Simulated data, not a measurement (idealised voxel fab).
process module | voxel self aligned contacts
Cross-section cut: width 250 nm, square cells of 5 nm.
How to read a cross-section here: the picture is a grid of square cells, written as bands going from the top down, and any band can span one or more rows of cells.
It is stipulated that each band's entry specify, in nanometres, the height of the top of the band and then that of its bottom, followed by the materials of the band in left-to-right sequence, each together with its width in nanometres. A single material marked by the word "full width" is understood to fill the band from edge to edge; the word "air" is understood to denote empty space.
Convention: height 0 is the level below which the wafer, as received, is all one material. The lowest band does not terminate at the bottom but continues downward, represented as "z 0 and below".
Width "30->40": first value at the band's top row of cells, second value at its bottom row, equal change from row to row.
Where the words "stayed the same" appear for a step, the cross-section shows no cell changed by that step; every cell remained as before.
In the "Closed void list" entry, you get each enclosed empty space of 8 cells or more, one with no open way to the top, written width x height at distance, distance from the left edge, in nm.
Anything after a step's settings on that line? It's the simulator's own note about the step.
overlay nm: how far to the right of its planned place the mask lay on this masked step (negative: to the left).

These are the steps we planned for the process
1,RECEIVE: material Si
2,CONFORMAL_DEP: material SiO2, thk nm 5
3,DIRECTIONAL_DEP: material polySi, thk nm 25
4,DIRECTIONAL_DEP: material SiN, thk nm 20
5,DIRECTIONAL_DEP: material aC, thk nm 10
6,PATTERN: tone cover, mask id GATE, material resist, width nm 35, pitch nm 70, thk nm 30, overlay nm 0
7,DIRECTIONAL_ETCH: etch materials aC, depth nm 10
8,STRIP: etch materials resist
9,DIRECTIONAL_ETCH: etch materials SiN, depth nm 20
10,DIRECTIONAL_ETCH: etch materials polySi, depth nm 25
11,STRIP: etch materials aC
12,CONFORMAL_DEP: material SiN, thk nm 5
13,DIRECTIONAL_ETCH: etch materials SiN, depth nm 5
14,FILL_DEP: material SiO2, thk nm 15
15,CMP: height nm 60
16,DIRECTIONAL_DEP: material aC, thk nm 10
17,PATTERN: tone open, mask id CONTACT, material resist, width nm 55, pitch nm 70, thk nm 25, overlay nm 0
18,DIRECTIONAL_ETCH: etch materials aC, depth nm 10
19,STRIP: etch materials resist
20,DIRECTIONAL_ETCH: etch materials SiO2, depth nm 60
21,STRIP: etch materials aC
22,CONFORMAL_DEP: material TiN, thk nm 5
23,FILL_DEP: material Ru, thk nm 10
24,CMP: height nm 60
25,CONFORMAL_DEP: material SiN, thk nm 5

Cross-section, incoming material, after step 1
> z 0 and below: Si full width
> Closed void list: none

First of two wafers, end-of-module section, run followed plan
> z 65 to 60: SiN full width
> z 60 to 50: SiO2=60 / TiN=5->20 / Ru=45->15 / TiN=5->20 / SiO2=15 / TiN=5->20 / Ru=45->15 / TiN=5->20 / SiO2=65
> z 50 to 30: SiO2=30 / SiN=45 / TiN=5 / Ru=15 / TiN=5 / SiN=45 / TiN=5 / Ru=15 / TiN=5 / SiN=45 / SiO2=35
> z 30 to 5: SiO2=30 / SiN=5 / polySi=35 / SiN=5 / TiN=5 / Ru=15 / TiN=5 / SiN=5 / polySi=35 / SiN=5 / TiN=5 / Ru=15 / TiN=5 / SiN=5 / polySi=35 / SiN=5 / SiO2=35
> z 5 to 0: SiO2=75 / TiN=25 / SiO2=45 / TiN=25 / SiO2=80
> z 0 and below: Si full width
> Closed void list: none

Here is the second of the two wafers cut open at the end of the module - same start, same plan as the first one, but we made one mistake running it
> z 65 to 60: SiN full width
> z 60 to 50: SiO2=60 / TiN=5->25 / Ru=45->10 / TiN=5->20 / SiO2=15 / TiN=5->25 / Ru=45->10 / TiN=5->20 / SiO2=65
> z 50 to 30: SiO2=30 / SiN=50 / TiN=5 / Ru=10 / TiN=5 / SiN=50 / TiN=5 / Ru=10 / TiN=5 / SiN=50 / SiO2=30
> z 30 to 5: SiO2=30 / SiN=5 / polySi=40 / SiN=5 / TiN=5 / Ru=10 / TiN=5 / SiN=5 / polySi=40 / SiN=5 / TiN=5 / Ru=10 / TiN=5 / SiN=5 / polySi=40 / SiN=5 / SiO2=30
> z 5 to 0: SiO2=80 / TiN=20 / SiO2=50 / TiN=20 / SiO2=80
> z 0 and below: Si full width
> Closed void list: none
So what did we get wrong on this run? step 6 went in with a setting other than planned; the actual run was PATTERN: tone cover, mask id GATE, material resist, width nm 40, pitch nm 70, thk nm 30, overlay nm 0
Looking at both finished wafers in cells, the second ends up ahead of or behind the first on some materials: 20 fewer of Ru, 12 more of SiN, 7 fewer of SiO2, 15 more of polySi
